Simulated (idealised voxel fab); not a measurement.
process module | voxel spacer lines
cross-section cut | 155 nm wide | cells 5 nm
A cross-section is a grid of square cells, given in bands from the top down. A band is one or more rows of cells.
Each band's line starts with the height of the band's top and of its bottom, in nm. Then come its materials from left to right, each with its width in nm. One material with "throughout" fills the band from edge to edge. "air" is empty space.
Height 0 is the level under which the wafer as received is all one material. The lowest band goes on downwards, as in "0 down".
A width such as "30 to 40" changes by the same amount from each row of cells to the next, from the band's top row to its bottom row.
"no change" after a step means that no cell of the cross-section changed.
closed voids: empty space of 8 cells or more with no open way to the top, each as width x height at its distance from the left edge, in nm
after a step's settings: what the simulator itself notes on the step
overlay nm, on a step with a mask: how far to the right of its planned place the mask lay; to the left if negative
plan
1 op RECEIVE | material Si
2 op CONFORMAL_DEP | material Al2O3 | thk nm 10
3 op DIRECTIONAL_DEP | material SiN | thk nm 20
4 op DIRECTIONAL_DEP | material aC | thk nm 25
5 op PATTERN | tone cover | mask id MANDREL | material resist | width nm 20 | pitch nm 60 | thk nm 30 | overlay nm 0
6 op DIRECTIONAL_ETCH | etch materials aC | depth nm 25
7 op STRIP | etch materials resist
8 op CONFORMAL_DEP | material SiO2 | thk nm 10
9 op DIRECTIONAL_ETCH | etch materials SiO2 | depth nm 10
10 op STRIP | etch materials aC
11 op DIRECTIONAL_ETCH | etch materials SiN | depth nm 20
12 op STRIP | etch materials SiO2
as received, after step 1
  0 down: Si throughout
  closed voids: none
a wafer at the end: this start, this plan, one mistake
  25 to 10: air 25 | SiN 10 | air 20 | SiN 10 | air 20 | SiN 10 | air 20 | SiN 10 | air 30
  10 to 0: Al2O3 throughout
  0 down: Si throughout
  closed voids: none
what went wrong: step 3 ran as: op DIRECTIONAL_DEP | material SiN | thk nm 15
